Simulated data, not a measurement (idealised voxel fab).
This is a process module. Its name is voxel capacitor over wiring.
cross-section cut | 235 nm wide | cells 5 nm
Cross-section format: a grid of square cells, given as bands from top to bottom; each band is one or more rows of cells.
Top height, bottom height, nm. Materials left to right, width each, nm. Single material + "edge to edge" = fills band edge to edge. "blank" = empty.
Height datum 0, below which the as-received substrate wafer is one material. Lowest band open at the bottom, running downward: "from 0 down".
Width: "30..40" (first number = top row, second number = bottom row, same change from row to row of cells).
Step marked "nothing altered"? Then no cell in the cross-section changed in it.
"Catalogued sealed voids": sealed empty spaces, 8 cells or more, no open way to top, listed width x height at distance, with distance from the left edge and width, height and distance in nm.
Text after the settings on a step's line: the simulator's own remark on that step.
You can add "overlay nm" to a step's line. For a step with a mask, it describes how far the mask lay to the right of its planned position, and a negative number describes a lay to the left.

-- The process steps that were planned are listed below
1,RECEIVE [material Si]
2,CONFORMAL_DEP [material SiO2] [thk nm 10]
3,DIRECTIONAL_DEP [material TiN] [thk nm 5]
4,DIRECTIONAL_DEP [material Ru] [thk nm 25]
5,MASKED_ETCH [tone cover] [mask id METAL_1] [width nm 30] [pitch nm 95] [etch materials Ru] [depth nm 25] [overlay nm 0]
6,MASKED_ETCH [tone cover] [mask id METAL_1] [width nm 30] [pitch nm 95] [etch materials TiN] [depth nm 5] [overlay nm 0]
7,CONFORMAL_DEP [material SiCN] [thk nm 5]
8,FILL_DEP [material SiO2] [thk nm 5]
9,CMP [height nm 40]
10,CONFORMAL_DEP [material SiCN] [thk nm 5]
11,DIRECTIONAL_DEP [material SiO2] [thk nm 20]
12,PATTERN [tone open] [mask id PLUG_1] [material resist] [width nm 15] [thk nm 20] [overlay nm 0]
13,DIRECTIONAL_ETCH [etch materials SiO2] [depth nm 20]
14,DIRECTIONAL_ETCH [etch materials SiCN] [depth nm 5]
15,STRIP [etch materials resist]
16,CONFORMAL_DEP [material TiN] [thk nm 5]
17,FILL_DEP [material W] [thk nm 10]
18,CMP [height nm 65]
19,DIRECTIONAL_DEP [material TiN] [thk nm 10]
20,DIRECTIONAL_DEP [material Al2O3] [thk nm 5]
21,DIRECTIONAL_DEP [material TiN] [thk nm 10]
22,MASKED_ETCH [tone cover] [mask id UPPER_PLATE] [width nm 70] [etch materials TiN] [depth nm 10] [overlay nm 0]
23,MASKED_ETCH [tone cover] [mask id UPPER_PLATE] [width nm 70] [etch materials Al2O3] [depth nm 5] [overlay nm 0]
24,MASKED_ETCH [tone cover] [mask id LOWER_PLATE] [width nm 80] [etch materials TiN] [depth nm 10] [overlay nm 0]
25,FILL_DEP [material SiO2] [thk nm 20]
26,CMP [height nm 105]
27,DIRECTIONAL_DEP [material aC] [thk nm 10]
28,PATTERN [tone open] [mask id PLUG_2] [material resist] [width nm 15] [thk nm 30] [overlay nm 0]
29,DIRECTIONAL_ETCH [etch materials aC] [depth nm 10]
30,STRIP [etch materials resist]
31,DIRECTIONAL_ETCH [etch materials SiO2] [depth nm 15]
32,STRIP [etch materials aC]
33,CONFORMAL_DEP [material TiN] [thk nm 5]
34,FILL_DEP [material Ru] [thk nm 5]
35,CMP [height nm 105]
36,CONFORMAL_DEP [material SiCN] [thk nm 5]

-- Cross-section of the wafer upon arrival, representing the state reached after step 1
  from 0 down: Si edge to edge
  Catalogued sealed voids: none

-- Post-module cross-section of the first of two wafers (run per plan)
  from 110 to 105: SiCN edge to edge
  from 105 to 95: 80 SiO2  5 TiN  5 Ru  5 TiN  140 SiO2
  from 95 to 90: 80 SiO2  15 TiN  140 SiO2
  from 90 to 80: 70 SiO2  70 TiN  95 SiO2
  from 80 to 75: 70 SiO2  70 Al2O3  95 SiO2
  from 75 to 65: 65 SiO2  80 TiN  90 SiO2
  from 65 to 45: 70 SiO2  5 TiN  5 W  5 TiN  150 SiO2
  from 45 to 40: 70 SiCN  15 TiN  150 SiCN
  from 40 to 15: 50 SiO2  5 SiCN  30 Ru  5 SiCN  55 SiO2  5 SiCN  30 Ru  5 SiCN  50 SiO2
  from 15 to 10: 55 SiCN  30 TiN  65 SiCN  30 TiN  55 SiCN
  from 10 to 0: SiO2 edge to edge
  from 0 down: Si edge to edge
  Catalogued sealed voids: none

-- So this is wafer number two of the two, cut at the end of the module - it started where the first did and had the same plan, we just got one thing wrong running it
  from 110 to 105: SiCN edge to edge
  from 105 to 95: 80 SiO2  5 TiN  5 Ru  5 TiN  140 SiO2
  from 95 to 90: 80 SiO2  15 TiN  140 SiO2
  from 90 to 80: 70 SiO2  70 TiN  95 SiO2
  from 80 to 75: 70 SiO2  70 Al2O3  95 SiO2
  from 75 to 65: 65 SiO2  80 TiN  90 SiO2
  from 65 to 45: 70 SiO2  5 TiN  5 W  5 TiN  150 SiO2
  from 45 to 40: 70 SiCN  15 TiN  150 SiCN
  from 40 to 20: 55 SiO2  5 SiCN  30 Ru  5 SiCN  55 SiO2  5 SiCN  30 Ru  5 SiCN  45 SiO2
  from 20 to 15: 50 SiO2  10 SiCN  30 Ru  5 SiCN  50 SiO2  10 SiCN  30 Ru  5 SiCN  45 SiO2
  from 15 to 10: 55 SiCN  35 TiN  60 SiCN  35 TiN  50 SiCN
  from 10 to 0: SiO2 edge to edge
  from 0 down: Si edge to edge
  Catalogued sealed voids: none
Finding, execution versus plan: off-plan run, step 5, actual operation and settings MASKED_ETCH [tone cover] [mask id METAL_1] [width nm 30] [pitch nm 95] [etch materials Ru] [depth nm 25] [overlay nm 5]
In the final state, the cell counts of the second wafer exceed or fall short of those of the first for the following materials: -2 SiO2; +2 TiN
